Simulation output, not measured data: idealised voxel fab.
Process module in this document: voxel air gaps
Section cut is 275 nm wide and gridded with 5 nm square cells.
Cross-section, as written here: a square-cell grid given band by band from the top down, where a band holds one or more rows of cells.
In this notation a band is specified by the heights of its top and bottom, in that order and in nm, after which its materials appear from left to right, each paired with its width in nm. The word "everywhere" attached to a single material means that material fills the band from edge to edge; the word "blank" stands for empty space.
Where do heights start? At 0: under that level the wafer as delivered is made of one material only. And the lowest band has no floor; it just carries on downward, as in "0 -> down".
Read "30->40" as a graded width: first number on top, second number at the bottom, same change between each pair of neighbouring rows.
For the purposes of this document, the phrase "no alterations made" attached to a step denotes that no cell within the cross-section was modified by that step.
Reported under the label "Enclosed empty spaces" are the empty spaces having no open way to the top and comprising 8 cells or more; the notation for each is width x height at distance, in which the distance is measured from the left edge and all three values are in nm.
Whatever follows a step's settings on its line is a remark the simulator itself makes about that step.
For masked steps, "overlay nm" on the step line gives how far right of plan the mask actually lay; a minus sign means it lay to the left.
Layout of what follows: cross-section pairs, each bracketing one process step, the after cross-section shown only to the lowest band that changed, the step between and its settings noted under each pair. Pairs may originate in different runs of this module on the same starting wafer; a pair continues from the pair above only where its entry headed "Ahead of processing" says so.

Ahead of processing:
  50 -> 20: 50 SiO2 | 5 TiN | 10 SiO2 | 5 TiN | 30 SiO2 | 5 TiN | 10 SiO2 | 5 TiN | 30 SiO2 | 5 TiN | 10 SiO2 | 5 TiN | 30 SiO2 | 5 TiN | 10 SiO2 | 5 TiN | 55 SiO2
  20 -> 15: 50 SiO2 | 20 TiN | 30 SiO2 | 20 TiN | 30 SiO2 | 20 TiN | 30 SiO2 | 20 TiN | 55 SiO2
  15 -> 10: SiN everywhere
  10 -> 0: SiO2 everywhere
  0 -> down: Si everywhere
  Enclosed empty spaces: none

Step Outcome:
  60 -> 50: 40 blank | 40 Ru | 10 blank | 40 Ru | 10 blank | 40 Ru | 10 blank | 40 Ru | 45 blank
  Nothing below the height 50 has changed.
  Enclosed empty spaces: none
Can you name the step between the two cross-sections above? It is EPI [material Ru] [thk nm 10]

Ahead of processing: The prior state of this step coincides with the post-step cross-section of the pair just above.

Step Outcome:
  60 -> 50: 40 blank | 40 Ru | 10 blank | 40 Ru | 10 blank | 40 Ru | 10 blank | 40 Ru | 45 blank
  50 -> 20: 50 blank | 5 TiN | 10 SiO2 | 5 TiN | 30 blank | 5 TiN | 10 SiO2 | 5 TiN | 30 blank | 5 TiN | 10 SiO2 | 5 TiN | 30 blank | 5 TiN | 10 SiO2 | 5 TiN | 55 blank
  20 -> 15: 50 blank | 20 TiN | 30 blank | 20 TiN | 30 blank | 20 TiN | 30 blank | 20 TiN | 55 blank
  Nothing below the height 15 has changed.
  Enclosed empty spaces: none
Can you name the step between the two cross-sections above? It is SELECTIVE_ETCH [etch materials SiO2] [depth nm 45]

Ahead of processing: The prior state of this step coincides with the post-step cross-section of the pair just above.

Step Outcome:
  65 -> 60: 35 blank | 200 SiN | 40 blank
  60 -> 50: 35 blank | 5 SiN | 40 Ru | 10 SiN | 40 Ru | 10 SiN | 40 Ru | 10 SiN | 40 Ru | 5 SiN | 40 blank
  50 -> 45: 35 blank | 15 SiN | 5 TiN | 10 SiO2 | 5 TiN | 30 SiN | 5 TiN | 10 SiO2 | 5 TiN | 30 SiN | 5 TiN | 10 SiO2 | 5 TiN | 30 SiN | 5 TiN | 10 SiO2 | 5 TiN | 15 SiN | 40 blank
  45 -> 20: 45 blank | 5 SiN | 5 TiN | 10 SiO2 | 5 TiN | 5 SiN | 20 blank | 5 SiN | 5 TiN | 10 SiO2 | 5 TiN | 5 SiN | 20 blank | 5 SiN | 5 TiN | 10 SiO2 | 5 TiN | 5 SiN | 20 blank | 5 SiN | 5 TiN | 10 SiO2 | 5 TiN | 5 SiN | 50 blank
  20 -> 15: 50 SiN | 20 TiN | 30 SiN | 20 TiN | 30 SiN | 20 TiN | 30 SiN | 20 TiN | 55 SiN
  Nothing below the height 15 has changed.
  Enclosed empty spaces: 20 x 25 at 75; 20 x 25 at 125; 20 x 25 at 175
Can you name the step between the two cross-sections above? It is CONFORMAL_DEP [material SiN] [thk nm 5]

Ahead of processing:
  50 -> 15: SiO2 everywhere
  15 -> 10: SiN everywhere
  10 -> 0: SiO2 everywhere
  0 -> down: Si everywhere
  Enclosed empty spaces: none

Step Outcome:
  50 -> 15: 50 blank | 20 SiO2 | 30 blank | 20 SiO2 | 30 blank | 20 SiO2 | 30 blank | 20 SiO2 | 55 blank
  Nothing below the height 15 has changed.
  Enclosed empty spaces: none
Can you name the step between the two cross-sections above? It is MASKED_ETCH [tone cover] [mask id LINES] [width nm 20] [pitch nm 50] [etch materials SiO2] [depth nm 35] [overlay nm 0]

Ahead of processing: The prior state of this step coincides with the post-step cross-section of the pair just above.

Step Outcome:
  55 -> 50: 45 blank | 30 TiN | 20 blank | 30 TiN | 20 blank | 30 TiN | 20 blank | 30 TiN | 50 blank
  50 -> 20: 45 blank | 5 TiN | 20 SiO2 | 5 TiN | 20 blank | 5 TiN | 20 SiO2 | 5 TiN | 20 blank | 5 TiN | 20 SiO2 | 5 TiN | 20 blank | 5 TiN | 20 SiO2 | 5 TiN | 50 blank
  20 -> 15: 50 TiN | 20 SiO2 | 30 TiN | 20 SiO2 | 30 TiN | 20 SiO2 | 30 TiN | 20 SiO2 | 55 TiN
  Nothing below the height 15 has changed.
  Enclosed empty spaces: none
Can you name the step between the two cross-sections above? It is CONFORMAL_DEP [material TiN] [thk nm 5]

Ahead of processing: The prior state of this step coincides with the post-step cross-section of the pair just above.

Step Outcome:
  65 -> 55: W everywhere
  55 -> 50: 45 W | 30 TiN | 20 W | 30 TiN | 20 W | 30 TiN | 20 W | 30 TiN | 50 W
  50 -> 20: 45 W | 5 TiN | 20 SiO2 | 5 TiN | 20 W | 5 TiN | 20 SiO2 | 5 TiN | 20 W | 5 TiN | 20 SiO2 | 5 TiN | 20 W | 5 TiN | 20 SiO2 | 5 TiN | 50 W
  Nothing below the height 20 has changed.
  Enclosed empty spaces: none
Can you name the step between the two cross-sections above? It is FILL_DEP [material W] [thk nm 10]

Ahead of processing: The prior state of this step coincides with the post-step cross-section of the pair just above.

Step Outcome:
  50 -> 20: 45 W | 5 TiN | 20 SiO2 | 5 TiN | 20 W | 5 TiN | 20 SiO2 | 5 TiN | 20 W | 5 TiN | 20 SiO2 | 5 TiN | 20 W | 5 TiN | 20 SiO2 | 5 TiN | 50 W
  Nothing below the height 20 has changed.
  Enclosed empty spaces: none
Can you name the step between the two cross-sections above? It is CMP [height nm 50]

Ahead of processing: The prior state of this step coincides with the post-step cross-section of the pair just above.

Step Outcome:
  60 -> 50: Ru everywhere
  Nothing below the height 50 has changed.
  Enclosed empty spaces: none
Can you name the step between the two cross-sections above? It is EPI [material Ru] [thk nm 10]

Ahead of processing: The prior state of this step coincides with the post-step cross-section of the pair just above.

Step Outcome:
  65 -> 60: SiN everywhere
  Nothing below the height 60 has changed.
  Enclosed empty spaces: none
Can you name the step between the two cross-sections above? It is CONFORMAL_DEP [material SiN] [thk nm 5]
